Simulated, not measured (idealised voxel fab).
process module | voxel gate over fins
cross-section cut | 240 nm wide | cells 5 nm
A cross-section is a grid of square cells, given in bands from the top down. A band is one or more rows of cells.
Each band's line starts with the height of the band's top and of its bottom, in nm. Then come its materials from left to right, each with its width in nm. One material with "throughout" fills the band from edge to edge. "air" is empty space.
Height 0 is the level under which the wafer as received is all one material. The lowest band goes on downwards, as in "0 down".
A width such as "30 to 40" changes by the same amount from each row of cells to the next, from the band's top row to its bottom row.
"no change" after a step means that no cell of the cross-section changed.
closed voids: empty space of 8 cells or more with no open way to the top, each as width x height at its distance from the left edge, in nm
after a step's settings: what the simulator itself notes on the step
overlay nm, on a step with a mask: how far to the right of its planned place the mask lay; to the left if negative
plan
1 op RECEIVE | material Si
2 op CONFORMAL_DEP | material SiN | thk nm 10
3 op MASKED_ETCH | tone cover | mask id FINS | width nm 15 | pitch nm 55 | etch materials SiN | depth nm 10 | overlay nm 0
4 op MASKED_ETCH | tone cover | mask id FINS | width nm 15 | pitch nm 55 | etch materials Si | depth nm 30 | overlay nm 0
5 op FILL_DEP | material SiO2 | thk nm 10
6 op CMP | height nm 10
7 op PATTERN | tone open | mask id RAIL | material resist | width nm 15 | thk nm 20 | overlay nm 0
8 op DIRECTIONAL_ETCH | etch materials SiO2 | depth nm 35
9 op STRIP | etch materials resist
10 op CONFORMAL_DEP | material TiN | thk nm 5
11 op FILL_DEP | material Ru | thk nm 5
12 op CMP | height nm 10
13 op SELECTIVE_ETCH | etch materials W Ru TiN | depth nm 30
14 op FILL_DEP | material SiO2 | thk nm 5
15 op CMP | height nm 10
16 op SELECTIVE_ETCH | etch materials SiO2 | depth nm 20
17 op STRIP | etch materials SiN
18 op CONFORMAL_DEP | material HfO2 | thk nm 5
19 op CONFORMAL_DEP | material TiN | thk nm 5
20 op FILL_DEP | material W | thk nm 10
21 op CMP | height nm 15
22 op CONFORMAL_DEP | material SiCN | thk nm 10
first wafer, as planned
as received, after step 1
  0 down: Si throughout
  closed voids: none
after step 2
  10 to 0: SiN throughout
  below 0: unchanged
after step 3
  10 to 0: air 55 | SiN 15 | air 40 | SiN 15 | air 40 | SiN 15 | air 60
  below 0: unchanged
after step 4
  10 to 0: air 55 | SiN 15 | air 40 | SiN 15 | air 40 | SiN 15 | air 60
  0 to -30: air 55 | Si 15 | air 40 | Si 15 | air 40 | Si 15 | air 60
  below -30: unchanged
after step 5
  20 to 10: SiO2 throughout
  10 to 0: SiO2 55 | SiN 15 | SiO2 40 | SiN 15 | SiO2 40 | SiN 15 | SiO2 60
  0 to -30: SiO2 55 | Si 15 | SiO2 40 | Si 15 | SiO2 40 | Si 15 | SiO2 60
  below -30: unchanged
after step 6
  10 to 0: SiO2 55 | SiN 15 | SiO2 40 | SiN 15 | SiO2 40 | SiN 15 | SiO2 60
  below 0: unchanged
after step 7
  30 to 10: resist 80 | air 15 | resist 145
  below 10: unchanged
after step 8
  30 to 10: resist 80 | air 15 | resist 145
  10 to 0: SiO2 55 | SiN 15 | SiO2 10 | air 15 | SiO2 15 | SiN 15 | SiO2 40 | SiN 15 | SiO2 60
  0 to -25: SiO2 55 | Si 15 | SiO2 10 | air 15 | SiO2 15 | Si 15 | SiO2 40 | Si 15 | SiO2 60
  below -25: unchanged
after step 9
  10 to 0: SiO2 55 | SiN 15 | SiO2 10 | air 15 | SiO2 15 | SiN 15 | SiO2 40 | SiN 15 | SiO2 60
  below 0: unchanged
after step 10
  15 to 10: TiN 85 | air 5 | TiN 150
  10 to 0: SiO2 55 | SiN 15 | SiO2 10 | TiN 5 | air 5 | TiN 5 | SiO2 15 | SiN 15 | SiO2 40 | SiN 15 | SiO2 60
  0 to -20: SiO2 55 | Si 15 | SiO2 10 | TiN 5 | air 5 | TiN 5 | SiO2 15 | Si 15 | SiO2 40 | Si 15 | SiO2 60
  -20 to -25: SiO2 55 | Si 15 | SiO2 10 | TiN 15 | SiO2 15 | Si 15 | SiO2 40 | Si 15 | SiO2 60
  below -25: unchanged
after step 11
  20 to 15: Ru throughout
  15 to 10: TiN 85 | Ru 5 | TiN 150
  10 to 0: SiO2 55 | SiN 15 | SiO2 10 | TiN 5 | Ru 5 | TiN 5 | SiO2 15 | SiN 15 | SiO2 40 | SiN 15 | SiO2 60
  0 to -20: SiO2 55 | Si 15 | SiO2 10 | TiN 5 | Ru 5 | TiN 5 | SiO2 15 | Si 15 | SiO2 40 | Si 15 | SiO2 60
  below -20: unchanged
after step 12
  10 to 0: SiO2 55 | SiN 15 | SiO2 10 | TiN 5 | Ru 5 | TiN 5 | SiO2 15 | SiN 15 | SiO2 40 | SiN 15 | SiO2 60
  below 0: unchanged
after step 13
  10 to 0: SiO2 55 | SiN 15 | SiO2 10 | air 15 | SiO2 15 | SiN 15 | SiO2 40 | SiN 15 | SiO2 60
  0 to -20: SiO2 55 | Si 15 | SiO2 10 | air 15 | SiO2 15 | Si 15 | SiO2 40 | Si 15 | SiO2 60
  below -20: unchanged
after step 14
  15 to 10: SiO2 throughout
  10 to 0: SiO2 55 | SiN 15 | SiO2 40 | SiN 15 | SiO2 40 | SiN 15 | SiO2 60
  0 to -20: SiO2 55 | Si 15 | SiO2 40 | Si 15 | SiO2 40 | Si 15 | SiO2 60
  below -20: unchanged
after step 15
  10 to 0: SiO2 55 | SiN 15 | SiO2 40 | SiN 15 | SiO2 40 | SiN 15 | SiO2 60
  below 0: unchanged
after step 16
  10 to 0: air 55 | SiN 15 | air 40 | SiN 15 | air 40 | SiN 15 | air 60
  0 to -10: air 55 | Si 15 | air 40 | Si 15 | air 40 | Si 15 | air 60
  below -10: unchanged
after step 17
  0 to -10: air 55 | Si 15 | air 40 | Si 15 | air 40 | Si 15 | air 60
  below -10: unchanged
after step 18
  5 to 0: air 50 | HfO2 25 | air 30 | HfO2 25 | air 30 | HfO2 25 | air 55
  0 to -5: air 50 | HfO2 5 | Si 15 | HfO2 5 | air 30 | HfO2 5 | Si 15 | HfO2 5 | air 30 | HfO2 5 | Si 15 | HfO2 5 | air 55
  -5 to -10: HfO2 55 | Si 15 | HfO2 40 | Si 15 | HfO2 40 | Si 15 | HfO2 60
  below -10: unchanged
after step 19
  10 to 5: air 45 | TiN 35 | air 20 | TiN 35 | air 20 | TiN 35 | air 50
  5 to 0: air 45 | TiN 5 | HfO2 25 | TiN 5 | air 20 | TiN 5 | HfO2 25 | TiN 5 | air 20 | TiN 5 | HfO2 25 | TiN 5 | air 50
  0 to -5: TiN 50 | HfO2 5 | Si 15 | HfO2 5 | TiN 30 | HfO2 5 | Si 15 | HfO2 5 | TiN 30 | HfO2 5 | Si 15 | HfO2 5 | TiN 55
  below -5: unchanged
after step 20
  20 to 10: W throughout
  10 to 5: W 45 | TiN 35 | W 20 | TiN 35 | W 20 | TiN 35 | W 50
  5 to 0: W 45 | TiN 5 | HfO2 25 | TiN 5 | W 20 | TiN 5 | HfO2 25 | TiN 5 | W 20 | TiN 5 | HfO2 25 | TiN 5 | W 50
  below 0: unchanged
after step 21
  15 to 10: W throughout
  below 10: unchanged
after step 22
  25 to 15: SiCN throughout
  below 15: unchanged
second wafer: like start, like plan, one mistake. Through step 15 it matches the first wafer
when step 16 should have ended
  10 to 0: air 55 | SiN 15 | air 40 | SiN 15 | air 40 | SiN 15 | air 60
  0 to -20: air 55 | Si 15 | air 40 | Si 15 | air 40 | Si 15 | air 60
  -20 to -25: air 55 | Si 15 | air 10 | TiN 15 | air 15 | Si 15 | air 40 | Si 15 | air 60
  -25 to -30: air 55 | Si 15 | air 15 | SiO2 5 | air 20 | Si 15 | air 40 | Si 15 | air 60
  below -30: unchanged
when step 17 should have ended
  0 to -20: air 55 | Si 15 | air 40 | Si 15 | air 40 | Si 15 | air 60
  below -20: unchanged
when step 18 should have ended
  5 to 0: air 50 | HfO2 25 | air 30 | HfO2 25 | air 30 | HfO2 25 | air 55
  0 to -15: air 50 | HfO2 5 | Si 15 | HfO2 5 | air 30 | HfO2 5 | Si 15 | HfO2 5 | air 30 | HfO2 5 | Si 15 | HfO2 5 | air 55
  -15 to -20: air 50 | HfO2 5 | Si 15 | HfO2 30 | air 5 | HfO2 5 | Si 15 | HfO2 5 | air 30 | HfO2 5 | Si 15 | HfO2 5 | air 55
  -20 to -25: air 50 | HfO2 5 | Si 15 | HfO2 10 | TiN 15 | HfO2 5 | air 5 | HfO2 5 | Si 15 | HfO2 5 | air 30 | HfO2 5 | Si 15 | HfO2 5 | air 55
  -25 to -30: HfO2 55 | Si 15 | HfO2 15 | SiO2 5 | HfO2 20 | Si 15 | HfO2 40 | Si 15 | HfO2 60
  below -30: unchanged
when step 19 should have ended
  10 to 5: air 45 | TiN 35 | air 20 | TiN 35 | air 20 | TiN 35 | air 50
  5 to 0: air 45 | TiN 5 | HfO2 25 | TiN 5 | air 20 | TiN 5 | HfO2 25 | TiN 5 | air 20 | TiN 5 | HfO2 25 | TiN 5 | air 50
  0 to -10: air 45 | TiN 5 | HfO2 5 | Si 15 | HfO2 5 | TiN 5 | air 20 | TiN 5 | HfO2 5 | Si 15 | HfO2 5 | TiN 5 | air 20 | TiN 5 | HfO2 5 | Si 15 | HfO2 5 | TiN 5 | air 50
  -10 to -20: air 45 | TiN 5 | HfO2 5 | Si 15 | HfO2 5 to 30 | TiN 30 to 5 | HfO2 5 | Si 15 | HfO2 5 | TiN 5 | air 20 | TiN 5 | HfO2 5 | Si 15 | HfO2 5 | TiN 5 | air 50
  -20 to -25: TiN 50 | HfO2 5 | Si 15 | HfO2 10 | TiN 15 | HfO2 5 | TiN 5 | HfO2 5 | Si 15 | HfO2 5 | TiN 30 | HfO2 5 | Si 15 | HfO2 5 | TiN 55
  below -25: unchanged
when step 20 should have ended
  20 to 10: W throughout
  10 to 5: W 45 | TiN 35 | W 20 | TiN 35 | W 20 | TiN 35 | W 50
  5 to 0: W 45 | TiN 5 | HfO2 25 | TiN 5 | W 20 | TiN 5 | HfO2 25 | TiN 5 | W 20 | TiN 5 | HfO2 25 | TiN 5 | W 50
  0 to -10: W 45 | TiN 5 | HfO2 5 | Si 15 | HfO2 5 | TiN 5 | W 20 | TiN 5 | HfO2 5 | Si 15 | HfO2 5 | TiN 5 | W 20 | TiN 5 | HfO2 5 | Si 15 | HfO2 5 | TiN 5 | W 50
  -10 to -20: W 45 | TiN 5 | HfO2 5 | Si 15 | HfO2 5 to 30 | TiN 30 to 5 | HfO2 5 | Si 15 | HfO2 5 | TiN 5 | W 20 | TiN 5 | HfO2 5 | Si 15 | HfO2 5 | TiN 5 | W 50
  below -20: unchanged
when step 21 should have ended
  15 to 10: W throughout
  below 10: unchanged
when step 22 should have ended
  25 to 15: SiCN throughout
  below 15: unchanged
what went wrong: step 16 was run twice
at the end the second wafer has, in cells: 30 more of HfO2 | 152 fewer of SiO2 | 22 more of TiN | 100 more of W
